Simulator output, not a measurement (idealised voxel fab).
This section sets out a process module, namely voxel wiring stack.
For reference, the cross-section in this document is cut, with width 290 nm and square cells of 5 nm.
Cross-section format: a grid of square cells, given as bands from top to bottom; each band is one or more rows of cells.
A band entry consists of two parts. The first gives the height of the band's top and the height of its bottom, in nm. The rest lists the band's materials from left to right, each with its width in nm. A single material labelled with the word "full width" fills the band from edge to edge, and the word "empty" marks empty space.
Heights from 0 (as-received wafer is one material below). Bottom band endless downward, as "z 0 and below".
Read "30 to 40" as a graded width: first number on top, second number at the bottom, same change between each pair of neighbouring rows.
Key: "nothing changed" - step with no changed cell in the cross-section.
Any empty space of 8 cells or more lacking an open way to the top shows up in "Voids lacking openings" as width x height at distance, distance from the left edge, in nm.
Step line, after settings: the simulator's comment on this step.
If you see "overlay nm" on a step's line and that step has a mask, it's telling you how far right of where it was planned the mask ended up; a negative number means it went left instead.

The process steps that were planned are listed below:
step 1: RECEIVE [material Si]
step 2: CONFORMAL_DEP [material SiO2] [thk nm 15]
step 3: DIRECTIONAL_DEP [material TiN] [thk nm 5]
step 4: DIRECTIONAL_DEP [material W] [thk nm 20]
step 5: DIRECTIONAL_DEP [material aC] [thk nm 10]
step 6: PATTERN [tone cover] [mask id METAL_1] [material resist] [width nm 25] [pitch nm 45] [thk nm 30] [overlay nm 0]
step 7: DIRECTIONAL_ETCH [etch materials aC] [depth nm 10]
step 8: STRIP [etch materials resist]
step 9: DIRECTIONAL_ETCH [etch materials W] [depth nm 20]
step 10: DIRECTIONAL_ETCH [etch materials TiN] [depth nm 5]
step 11: STRIP [etch materials aC]
step 12: CONFORMAL_DEP [material SiN] [thk nm 5]
step 13: FILL_DEP [material lowk] [thk nm 10]
step 14: CMP [height nm 40]
step 15: CONFORMAL_DEP [material SiCN] [thk nm 5]
step 16: DIRECTIONAL_DEP [material SiO2] [thk nm 20]
step 17: DIRECTIONAL_DEP [material aC] [thk nm 10]
step 18: PATTERN [tone open] [mask id PLUG_1] [material resist] [width nm 15] [pitch nm 45] [thk nm 25] [overlay nm 0]
step 19: DIRECTIONAL_ETCH [etch materials aC] [depth nm 10]
step 20: STRIP [etch materials resist]
step 21: DIRECTIONAL_ETCH [etch materials SiO2] [depth nm 20]
step 22: DIRECTIONAL_ETCH [etch materials SiCN] [depth nm 5]
step 23: STRIP [etch materials aC]
step 24: CONFORMAL_DEP [material TiN] [thk nm 5]
step 25: FILL_DEP [material Cu] [thk nm 5]
step 26: CMP [height nm 65]
step 27: DIRECTIONAL_DEP [material TiN] [thk nm 5]
step 28: DIRECTIONAL_DEP [material W] [thk nm 15]
step 29: DIRECTIONAL_DEP [material aC] [thk nm 10]
step 30: PATTERN [tone cover] [mask id METAL_2] [material resist] [width nm 25] [pitch nm 45] [thk nm 30] [overlay nm 0]
step 31: DIRECTIONAL_ETCH [etch materials aC] [depth nm 10]
step 32: STRIP [etch materials resist]
step 33: DIRECTIONAL_ETCH [etch materials W] [depth nm 15]
step 34: DIRECTIONAL_ETCH [etch materials TiN] [depth nm 5]
step 35: STRIP [etch materials aC]
step 36: CONFORMAL_DEP [material SiCN] [thk nm 5]
step 37: FILL_DEP [material SiO2] [thk nm 10]
step 38: CMP [height nm 85]
step 39: CONFORMAL_DEP [material SiCN] [thk nm 5]
step 40: DIRECTIONAL_DEP [material lowk] [thk nm 10]
step 41: MASKED_ETCH [tone open] [mask id PLUG_2] [width nm 15] [pitch nm 45] [etch materials lowk] [depth nm 10] [overlay nm 0]
step 42: MASKED_ETCH [tone open] [mask id PLUG_2] [width nm 15] [pitch nm 45] [etch materials SiCN] [depth nm 5] [overlay nm 0]
step 43: CONFORMAL_DEP [material TiN] [thk nm 5]
step 44: FILL_DEP [material W] [thk nm 10]
step 45: CMP [height nm 100]
step 46: CONFORMAL_DEP [material SiN] [thk nm 5]
step 47: DIRECTIONAL_DEP [material SiO2] [thk nm 20]
step 48: PATTERN [tone open] [mask id METAL_3] [material resist] [width nm 25] [pitch nm 45] [thk nm 20] [overlay nm 0]
step 49: DIRECTIONAL_ETCH [etch materials SiO2] [depth nm 20]
step 50: DIRECTIONAL_ETCH [etch materials SiN] [depth nm 5]
step 51: STRIP [etch materials resist]
step 52: CONFORMAL_DEP [material TiN] [thk nm 5]
step 53: FILL_DEP [material Ru] [thk nm 10]
step 54: CMP [height nm 125]
step 55: CONFORMAL_DEP [material SiN] [thk nm 5]

On the first of the two wafers: run conducted according to plan:

Cross-section of the wafer upon arrival, representing the state reached after step 1:
z 0 and below = Si full width
Voids lacking openings: none

The wafer in cross-section once step 2 is complete:
z 15 to 0 = SiO2 full width
Heights below 0 show no change.

The wafer in cross-section once step 3 is complete:
z 20 to 15 = TiN full width
Heights below 15 show no change.

The wafer in cross-section once step 4 is complete:
z 40 to 20 = W full width
Heights below 20 show no change.

The wafer in cross-section once step 5 is complete:
z 50 to 40 = aC full width
Heights below 40 show no change.

The wafer in cross-section once step 6 is complete:
z 80 to 50 = empty: 85, then resist: 25, then empty: 20, then resist: 25, then empty: 20, then resist: 25, then empty: 90
Heights below 50 show no change.

The wafer in cross-section once step 7 is complete:
z 70 to 50 = empty: 85, then resist: 25, then empty: 20, then resist: 25, then empty: 20, then resist: 25, then empty: 90
z 50 to 40 = empty: 85, then aC: 25, then empty: 20, then aC: 25, then empty: 20, then aC: 25, then empty: 90
Heights below 40 show no change.

The wafer in cross-section once step 8 is complete:
z 50 to 40 = empty: 85, then aC: 25, then empty: 20, then aC: 25, then empty: 20, then aC: 25, then empty: 90
Heights below 40 show no change.

The wafer in cross-section once step 9 is complete:
z 50 to 40 = empty: 85, then aC: 25, then empty: 20, then aC: 25, then empty: 20, then aC: 25, then empty: 90
z 40 to 20 = empty: 85, then W: 25, then empty: 20, then W: 25, then empty: 20, then W: 25, then empty: 90
Heights below 20 show no change.

The wafer in cross-section once step 10 is complete:
z 50 to 40 = empty: 85, then aC: 25, then empty: 20, then aC: 25, then empty: 20, then aC: 25, then empty: 90
z 40 to 20 = empty: 85, then W: 25, then empty: 20, then W: 25, then empty: 20, then W: 25, then empty: 90
z 20 to 15 = empty: 85, then TiN: 25, then empty: 20, then TiN: 25, then empty: 20, then TiN: 25, then empty: 90
Heights below 15 show no change.

The wafer in cross-section once step 11 is complete:
z 40 to 20 = empty: 85, then W: 25, then empty: 20, then W: 25, then empty: 20, then W: 25, then empty: 90
Heights below 20 show no change.

The wafer in cross-section once step 12 is complete:
z 45 to 40 = empty: 80, then SiN: 35, then empty: 10, then SiN: 35, then empty: 10, then SiN: 35, then empty: 85
z 40 to 20 = empty: 80, then SiN: 5, then W: 25, then SiN: 5, then empty: 10, then SiN: 5, then W: 25, then SiN: 5, then empty: 10, then SiN: 5, then W: 25, then SiN: 5, then empty: 85
z 20 to 15 = SiN: 85, then TiN: 25, then SiN: 20, then TiN: 25, then SiN: 20, then TiN: 25, then SiN: 90
Heights below 15 show no change.

The wafer in cross-section once step 13 is complete:
z 55 to 45 = lowk full width
z 45 to 40 = lowk: 80, then SiN: 35, then lowk: 10, then SiN: 35, then lowk: 10, then SiN: 35, then lowk: 85
z 40 to 20 = lowk: 80, then SiN: 5, then W: 25, then SiN: 5, then lowk: 10, then SiN: 5, then W: 25, then SiN: 5, then lowk: 10, then SiN: 5, then W: 25, then SiN: 5, then lowk: 85
Heights below 20 show no change.

The wafer in cross-section once step 14 is complete:
z 40 to 20 = lowk: 80, then SiN: 5, then W: 25, then SiN: 5, then lowk: 10, then SiN: 5, then W: 25, then SiN: 5, then lowk: 10, then SiN: 5, then W: 25, then SiN: 5, then lowk: 85
Heights below 20 show no change.

The wafer in cross-section once step 15 is complete:
z 45 to 40 = SiCN full width
Heights below 40 show no change.

The wafer in cross-section once step 16 is complete:
z 65 to 45 = SiO2 full width
Heights below 45 show no change.

The wafer in cross-section once step 17 is complete:
z 75 to 65 = aC full width
Heights below 65 show no change.

The wafer in cross-section once step 18 is complete:
z 100 to 75 = resist: 85, then empty: 15, then resist: 30, then empty: 15, then resist: 30, then empty: 15, then resist: 100
Heights below 75 show no change.

The wafer in cross-section once step 19 is complete:
z 90 to 75 = resist: 85, then empty: 15, then resist: 30, then empty: 15, then resist: 30, then empty: 15, then resist: 100
z 75 to 65 = aC: 85, then empty: 15, then aC: 30, then empty: 15, then aC: 30, then empty: 15, then aC: 100
Heights below 65 show no change.

The wafer in cross-section once step 20 is complete:
z 75 to 65 = aC: 85, then empty: 15, then aC: 30, then empty: 15, then aC: 30, then empty: 15, then aC: 100
Heights below 65 show no change.

The wafer in cross-section once step 21 is complete:
z 75 to 65 = aC: 85, then empty: 15, then aC: 30, then empty: 15, then aC: 30, then empty: 15, then aC: 100
z 65 to 45 = SiO2: 85, then empty: 15, then SiO2: 30, then empty: 15, then SiO2: 30, then empty: 15, then SiO2: 100
Heights below 45 show no change.

The wafer in cross-section once step 22 is complete:
z 75 to 65 = aC: 85, then empty: 15, then aC: 30, then empty: 15, then aC: 30, then empty: 15, then aC: 100
z 65 to 45 = SiO2: 85, then empty: 15, then SiO2: 30, then empty: 15, then SiO2: 30, then empty: 15, then SiO2: 100
z 45 to 40 = SiCN: 85, then empty: 15, then SiCN: 30, then empty: 15, then SiCN: 30, then empty: 15, then SiCN: 100
Heights below 40 show no change.

The wafer in cross-section once step 23 is complete:
z 65 to 45 = SiO2: 85, then empty: 15, then SiO2: 30, then empty: 15, then SiO2: 30, then empty: 15, then SiO2: 100
Heights below 45 show no change.

The wafer in cross-section once step 24 is complete:
z 70 to 65 = TiN: 90, then empty: 5, then TiN: 40, then empty: 5, then TiN: 40, then empty: 5, then TiN: 105
z 65 to 45 = SiO2: 85, then TiN: 5, then empty: 5, then TiN: 5, then SiO2: 30, then TiN: 5, then empty: 5, then TiN: 5, then SiO2: 30, then TiN: 5, then empty: 5, then TiN: 5, then SiO2: 100
z 45 to 40 = SiCN: 85, then TiN: 15, then SiCN: 30, then TiN: 15, then SiCN: 30, then TiN: 15, then SiCN: 100
Heights below 40 show no change.

The wafer in cross-section once step 25 is complete:
z 75 to 70 = Cu full width
z 70 to 65 = TiN: 90, then Cu: 5, then TiN: 40, then Cu: 5, then TiN: 40, then Cu: 5, then TiN: 105
z 65 to 45 = SiO2: 85, then TiN: 5, then Cu: 5, then TiN: 5, then SiO2: 30, then TiN: 5, then Cu: 5, then TiN: 5, then SiO2: 30, then TiN: 5, then Cu: 5, then TiN: 5, then SiO2: 100
Heights below 45 show no change.

The wafer in cross-section once step 26 is complete:
z 65 to 45 = SiO2: 85, then TiN: 5, then Cu: 5, then TiN: 5, then SiO2: 30, then TiN: 5, then Cu: 5, then TiN: 5, then SiO2: 30, then TiN: 5, then Cu: 5, then TiN: 5, then SiO2: 100
Heights below 45 show no change.

The wafer in cross-section once step 27 is complete:
z 70 to 65 = TiN full width
Heights below 65 show no change.

The wafer in cross-section once step 28 is complete:
z 85 to 70 = W full width
Heights below 70 show no change.

The wafer in cross-section once step 29 is complete:
z 95 to 85 = aC full width
Heights below 85 show no change.

The wafer in cross-section once step 30 is complete:
z 125 to 95 = empty: 85, then resist: 25, then empty: 20, then resist: 25, then empty: 20, then resist: 25, then empty: 90
Heights below 95 show no change.

The wafer in cross-section once step 31 is complete:
z 115 to 95 = empty: 85, then resist: 25, then empty: 20, then resist: 25, then empty: 20, then resist: 25, then empty: 90
z 95 to 85 = empty: 85, then aC: 25, then empty: 20, then aC: 25, then empty: 20, then aC: 25, then empty: 90
Heights below 85 show no change.

The wafer in cross-section once step 32 is complete:
z 95 to 85 = empty: 85, then aC: 25, then empty: 20, then aC: 25, then empty: 20, then aC: 25, then empty: 90
Heights below 85 show no change.

The wafer in cross-section once step 33 is complete:
z 95 to 85 = empty: 85, then aC: 25, then empty: 20, then aC: 25, then empty: 20, then aC: 25, then empty: 90
z 85 to 70 = empty: 85, then W: 25, then empty: 20, then W: 25, then empty: 20, then W: 25, then empty: 90
Heights below 70 show no change.

The wafer in cross-section once step 34 is complete:
z 95 to 85 = empty: 85, then aC: 25, then empty: 20, then aC: 25, then empty: 20, then aC: 25, then empty: 90
z 85 to 70 = empty: 85, then W: 25, then empty: 20, then W: 25, then empty: 20, then W: 25, then empty: 90
z 70 to 65 = empty: 85, then TiN: 25, then empty: 20, then TiN: 25, then empty: 20, then TiN: 25, then empty: 90
Heights below 65 show no change.

The wafer in cross-section once step 35 is complete:
z 85 to 70 = empty: 85, then W: 25, then empty: 20, then W: 25, then empty: 20, then W: 25, then empty: 90
Heights below 70 show no change.

The wafer in cross-section once step 36 is complete:
z 90 to 85 = empty: 80, then SiCN: 35, then empty: 10, then SiCN: 35, then empty: 10, then SiCN: 35, then empty: 85
z 85 to 70 = empty: 80, then SiCN: 5, then W: 25, then SiCN: 5, then empty: 10, then SiCN: 5, then W: 25, then SiCN: 5, then empty: 10, then SiCN: 5, then W: 25, then SiCN: 5, then empty: 85
z 70 to 65 = SiCN: 85, then TiN: 25, then SiCN: 20, then TiN: 25, then SiCN: 20, then TiN: 25, then SiCN: 90
Heights below 65 show no change.

The wafer in cross-section once step 37 is complete:
z 100 to 90 = SiO2 full width
z 90 to 85 = SiO2: 80, then SiCN: 35, then SiO2: 10, then SiCN: 35, then SiO2: 10, then SiCN: 35, then SiO2: 85
z 85 to 70 = SiO2: 80, then SiCN: 5, then W: 25, then SiCN: 5, then SiO2: 10, then SiCN: 5, then W: 25, then SiCN: 5, then SiO2: 10, then SiCN: 5, then W: 25, then SiCN: 5, then SiO2: 85
Heights below 70 show no change.

The wafer in cross-section once step 38 is complete:
z 85 to 70 = SiO2: 80, then SiCN: 5, then W: 25, then SiCN: 5, then SiO2: 10, then SiCN: 5, then W: 25, then SiCN: 5, then SiO2: 10, then SiCN: 5, then W: 25, then SiCN: 5, then SiO2: 85
Heights below 70 show no change.

The wafer in cross-section once step 39 is complete:
z 90 to 85 = SiCN full width
Heights below 85 show no change.

The wafer in cross-section once step 40 is complete:
z 100 to 90 = lowk full width
Heights below 90 show no change.

The wafer in cross-section once step 41 is complete:
z 100 to 90 = lowk: 85, then empty: 15, then lowk: 30, then empty: 15, then lowk: 30, then empty: 15, then lowk: 100
Heights below 90 show no change.

The wafer in cross-section once step 42 is complete:
z 100 to 90 = lowk: 85, then empty: 15, then lowk: 30, then empty: 15, then lowk: 30, then empty: 15, then lowk: 100
z 90 to 85 = SiCN: 85, then empty: 15, then SiCN: 30, then empty: 15, then SiCN: 30, then empty: 15, then SiCN: 100
Heights below 85 show no change.

The wafer in cross-section once step 43 is complete:
z 105 to 100 = TiN: 90, then empty: 5, then TiN: 40, then empty: 5, then TiN: 40, then empty: 5, then TiN: 105
z 100 to 90 = lowk: 85, then TiN: 5, then empty: 5, then TiN: 5, then lowk: 30, then TiN: 5, then empty: 5, then TiN: 5, then lowk: 30, then TiN: 5, then empty: 5, then TiN: 5, then lowk: 100
z 90 to 85 = SiCN: 85, then TiN: 15, then SiCN: 30, then TiN: 15, then SiCN: 30, then TiN: 15, then SiCN: 100
Heights below 85 show no change.

The wafer in cross-section once step 44 is complete:
z 115 to 105 = W full width
z 105 to 100 = TiN: 90, then W: 5, then TiN: 40, then W: 5, then TiN: 40, then W: 5, then TiN: 105
z 100 to 90 = lowk: 85, then TiN: 5, then W: 5, then TiN: 5, then lowk: 30, then TiN: 5, then W: 5, then TiN: 5, then lowk: 30, then TiN: 5, then W: 5, then TiN: 5, then lowk: 100
Heights below 90 show no change.

The wafer in cross-section once step 45 is complete:
z 100 to 90 = lowk: 85, then TiN: 5, then W: 5, then TiN: 5, then lowk: 30, then TiN: 5, then W: 5, then TiN: 5, then lowk: 30, then TiN: 5, then W: 5, then TiN: 5, then lowk: 100
Heights below 90 show no change.

The wafer in cross-section once step 46 is complete:
z 105 to 100 = SiN full width
Heights below 100 show no change.

The wafer in cross-section once step 47 is complete:
z 125 to 105 = SiO2 full width
Heights below 105 show no change.

The wafer in cross-section once step 48 is complete:
z 145 to 125 = resist: 85, then empty: 25, then resist: 20, then empty: 25, then resist: 20, then empty: 25, then resist: 90
Heights below 125 show no change.

The wafer in cross-section once step 49 is complete:
z 145 to 125 = resist: 85, then empty: 25, then resist: 20, then empty: 25, then resist: 20, then empty: 25, then resist: 90
z 125 to 105 = SiO2: 85, then empty: 25, then SiO2: 20, then empty: 25, then SiO2: 20, then empty: 25, then SiO2: 90
Heights below 105 show no change.

The wafer in cross-section once step 50 is complete:
z 145 to 125 = resist: 85, then empty: 25, then resist: 20, then empty: 25, then resist: 20, then empty: 25, then resist: 90
z 125 to 105 = SiO2: 85, then empty: 25, then SiO2: 20, then empty: 25, then SiO2: 20, then empty: 25, then SiO2: 90
z 105 to 100 = SiN: 85, then empty: 25, then SiN: 20, then empty: 25, then SiN: 20, then empty: 25, then SiN: 90
Heights below 100 show no change.

The wafer in cross-section once step 51 is complete:
z 125 to 105 = SiO2: 85, then empty: 25, then SiO2: 20, then empty: 25, then SiO2: 20, then empty: 25, then SiO2: 90
Heights below 105 show no change.

The wafer in cross-section once step 52 is complete:
z 130 to 125 = TiN: 90, then empty: 15, then TiN: 30, then empty: 15, then TiN: 30, then empty: 15, then TiN: 95
z 125 to 105 = SiO2: 85, then TiN: 5, then empty: 15, then TiN: 5, then SiO2: 20, then TiN: 5, then empty: 15, then TiN: 5, then SiO2: 20, then TiN: 5, then empty: 15, then TiN: 5, then SiO2: 90
z 105 to 100 = SiN: 85, then TiN: 25, then SiN: 20, then TiN: 25, then SiN: 20, then TiN: 25, then SiN: 90
Heights below 100 show no change.

The wafer in cross-section once step 53 is complete:
z 140 to 130 = Ru full width
z 130 to 125 = TiN: 90, then Ru: 15, then TiN: 30, then Ru: 15, then TiN: 30, then Ru: 15, then TiN: 95
z 125 to 105 = SiO2: 85, then TiN: 5, then Ru: 15, then TiN: 5, then SiO2: 20, then TiN: 5, then Ru: 15, then TiN: 5, then SiO2: 20, then TiN: 5, then Ru: 15, then TiN: 5, then SiO2: 90
Heights below 105 show no change.

The wafer in cross-section once step 54 is complete:
z 125 to 105 = SiO2: 85, then TiN: 5, then Ru: 15, then TiN: 5, then SiO2: 20, then TiN: 5, then Ru: 15, then TiN: 5, then SiO2: 20, then TiN: 5, then Ru: 15, then TiN: 5, then SiO2: 90
Heights below 105 show no change.

The wafer in cross-section once step 55 is complete:
z 130 to 125 = SiN full width
Heights below 125 show no change.

Second Wafer (Identical Start and Plan, One Processing Error; Matches First Wafer Through Step 29):

Second wafer: cross-section at the scheduled end of step 30:
z 125 to 95 = resist: 85, then empty: 25, then resist: 20, then empty: 25, then resist: 20, then empty: 25, then resist: 90
Heights below 95 show no change.

Second wafer: cross-section at the scheduled end of step 31:
z 115 to 95 = resist: 85, then empty: 25, then resist: 20, then empty: 25, then resist: 20, then empty: 25, then resist: 90
z 95 to 85 = aC: 85, then empty: 25, then aC: 20, then empty: 25, then aC: 20, then empty: 25, then aC: 90
Heights below 85 show no change.

Second wafer: cross-section at the scheduled end of step 32:
z 95 to 85 = aC: 85, then empty: 25, then aC: 20, then empty: 25, then aC: 20, then empty: 25, then aC: 90
Heights below 85 show no change.

Second wafer: cross-section at the scheduled end of step 33:
z 95 to 85 = aC: 85, then empty: 25, then aC: 20, then empty: 25, then aC: 20, then empty: 25, then aC: 90
z 85 to 70 = W: 85, then empty: 25, then W: 20, then empty: 25, then W: 20, then empty: 25, then W: 90
Heights below 70 show no change.

Second wafer: cross-section at the scheduled end of step 34:
z 95 to 85 = aC: 85, then empty: 25, then aC: 20, then empty: 25, then aC: 20, then empty: 25, then aC: 90
z 85 to 70 = W: 85, then empty: 25, then W: 20, then empty: 25, then W: 20, then empty: 25, then W: 90
z 70 to 65 = TiN: 85, then empty: 25, then TiN: 20, then empty: 25, then TiN: 20, then empty: 25, then TiN: 90
Heights below 65 show no change.

Second wafer: cross-section at the scheduled end of step 35:
z 85 to 70 = W: 85, then empty: 25, then W: 20, then empty: 25, then W: 20, then empty: 25, then W: 90
Heights below 70 show no change.

Second wafer: cross-section at the scheduled end of step 36:
z 90 to 85 = SiCN: 90, then empty: 15, then SiCN: 30, then empty: 15, then SiCN: 30, then empty: 15, then SiCN: 95
z 85 to 70 = W: 85, then SiCN: 5, then empty: 15, then SiCN: 5, then W: 20, then SiCN: 5, then empty: 15, then SiCN: 5, then W: 20, then SiCN: 5, then empty: 15, then SiCN: 5, then W: 90
z 70 to 65 = TiN: 85, then SiCN: 25, then TiN: 20, then SiCN: 25, then TiN: 20, then SiCN: 25, then TiN: 90
Heights below 65 show no change.

Second wafer: cross-section at the scheduled end of step 37:
z 100 to 90 = SiO2 full width
z 90 to 85 = SiCN: 90, then SiO2: 15, then SiCN: 30, then SiO2: 15, then SiCN: 30, then SiO2: 15, then SiCN: 95
z 85 to 70 = W: 85, then SiCN: 5, then SiO2: 15, then SiCN: 5, then W: 20, then SiCN: 5, then SiO2: 15, then SiCN: 5, then W: 20, then SiCN: 5, then SiO2: 15, then SiCN: 5, then W: 90
Heights below 70 show no change.

Second wafer: cross-section at the scheduled end of step 38:
z 85 to 70 = W: 85, then SiCN: 5, then SiO2: 15, then SiCN: 5, then W: 20, then SiCN: 5, then SiO2: 15, then SiCN: 5, then W: 20, then SiCN: 5, then SiO2: 15, then SiCN: 5, then W: 90
Heights below 70 show no change.

Second wafer: cross-section at the scheduled end of step 39:
z 90 to 85 = SiCN full width
Heights below 85 show no change.

Second wafer: cross-section at the scheduled end of step 40:
z 100 to 90 = lowk full width
Heights below 90 show no change.

Second wafer: cross-section at the scheduled end of step 41:
z 100 to 90 = lowk: 85, then empty: 15, then lowk: 30, then empty: 15, then lowk: 30, then empty: 15, then lowk: 100
Heights below 90 show no change.

Second wafer: cross-section at the scheduled end of step 42:
z 100 to 90 = lowk: 85, then empty: 15, then lowk: 30, then empty: 15, then lowk: 30, then empty: 15, then lowk: 100
z 90 to 85 = SiCN: 85, then empty: 15, then SiCN: 30, then empty: 15, then SiCN: 30, then empty: 15, then SiCN: 100
Heights below 85 show no change.

Second wafer: cross-section at the scheduled end of step 43:
z 105 to 100 = TiN: 90, then empty: 5, then TiN: 40, then empty: 5, then TiN: 40, then empty: 5, then TiN: 105
z 100 to 90 = lowk: 85, then TiN: 5, then empty: 5, then TiN: 5, then lowk: 30, then TiN: 5, then empty: 5, then TiN: 5, then lowk: 30, then TiN: 5, then empty: 5, then TiN: 5, then lowk: 100
z 90 to 85 = SiCN: 85, then TiN: 15, then SiCN: 30, then TiN: 15, then SiCN: 30, then TiN: 15, then SiCN: 100
Heights below 85 show no change.

Second wafer: cross-section at the scheduled end of step 44:
z 115 to 105 = W full width
z 105 to 100 = TiN: 90, then W: 5, then TiN: 40, then W: 5, then TiN: 40, then W: 5, then TiN: 105
z 100 to 90 = lowk: 85, then TiN: 5, then W: 5, then TiN: 5, then lowk: 30, then TiN: 5, then W: 5, then TiN: 5, then lowk: 30, then TiN: 5, then W: 5, then TiN: 5, then lowk: 100
Heights below 90 show no change.

Second wafer: cross-section at the scheduled end of step 45:
z 100 to 90 = lowk: 85, then TiN: 5, then W: 5, then TiN: 5, then lowk: 30, then TiN: 5, then W: 5, then TiN: 5, then lowk: 30, then TiN: 5, then W: 5, then TiN: 5, then lowk: 100
Heights below 90 show no change.

Second wafer: cross-section at the scheduled end of step 46:
z 105 to 100 = SiN full width
Heights below 100 show no change.

Second wafer: cross-section at the scheduled end of step 47:
z 125 to 105 = SiO2 full width
Heights below 105 show no change.

Second wafer: cross-section at the scheduled end of step 48:
z 145 to 125 = resist: 85, then empty: 25, then resist: 20, then empty: 25, then resist: 20, then empty: 25, then resist: 90
Heights below 125 show no change.

Second wafer: cross-section at the scheduled end of step 49:
z 145 to 125 = resist: 85, then empty: 25, then resist: 20, then empty: 25, then resist: 20, then empty: 25, then resist: 90
z 125 to 105 = SiO2: 85, then empty: 25, then SiO2: 20, then empty: 25, then SiO2: 20, then empty: 25, then SiO2: 90
Heights below 105 show no change.

Second wafer: cross-section at the scheduled end of step 50:
z 145 to 125 = resist: 85, then empty: 25, then resist: 20, then empty: 25, then resist: 20, then empty: 25, then resist: 90
z 125 to 105 = SiO2: 85, then empty: 25, then SiO2: 20, then empty: 25, then SiO2: 20, then empty: 25, then SiO2: 90
z 105 to 100 = SiN: 85, then empty: 25, then SiN: 20, then empty: 25, then SiN: 20, then empty: 25, then SiN: 90
Heights below 100 show no change.

Second wafer: cross-section at the scheduled end of step 51:
z 125 to 105 = SiO2: 85, then empty: 25, then SiO2: 20, then empty: 25, then SiO2: 20, then empty: 25, then SiO2: 90
Heights below 105 show no change.

Second wafer: cross-section at the scheduled end of step 52:
z 130 to 125 = TiN: 90, then empty: 15, then TiN: 30, then empty: 15, then TiN: 30, then empty: 15, then TiN: 95
z 125 to 105 = SiO2: 85, then TiN: 5, then empty: 15, then TiN: 5, then SiO2: 20, then TiN: 5, then empty: 15, then TiN: 5, then SiO2: 20, then TiN: 5, then empty: 15, then TiN: 5, then SiO2: 90
z 105 to 100 = SiN: 85, then TiN: 25, then SiN: 20, then TiN: 25, then SiN: 20, then TiN: 25, then SiN: 90
Heights below 100 show no change.

Second wafer: cross-section at the scheduled end of step 53:
z 140 to 130 = Ru full width
z 130 to 125 = TiN: 90, then Ru: 15, then TiN: 30, then Ru: 15, then TiN: 30, then Ru: 15, then TiN: 95
z 125 to 105 = SiO2: 85, then TiN: 5, then Ru: 15, then TiN: 5, then SiO2: 20, then TiN: 5, then Ru: 15, then TiN: 5, then SiO2: 20, then TiN: 5, then Ru: 15, then TiN: 5, then SiO2: 90
Heights below 105 show no change.

Second wafer: cross-section at the scheduled end of step 54:
z 125 to 105 = SiO2: 85, then TiN: 5, then Ru: 15, then TiN: 5, then SiO2: 20, then TiN: 5, then Ru: 15, then TiN: 5, then SiO2: 20, then TiN: 5, then Ru: 15, then TiN: 5, then SiO2: 90
Heights below 105 show no change.

Second wafer: cross-section at the scheduled end of step 55:
z 130 to 125 = SiN full width
Heights below 125 show no change.
Heads up, the wafer didn't run the way we planned it: rather than as planned, step 30 actually ran as PATTERN [tone open] [mask id METAL_2] [material resist] [width nm 25] [pitch nm 45] [thk nm 30] [overlay nm 0]
The closing comparison, in cells, has the second wafer with more or fewer of some materials than the first: SiCN: 28 fewer, SiO2: 84 fewer, TiN: 28 more, W: 84 more
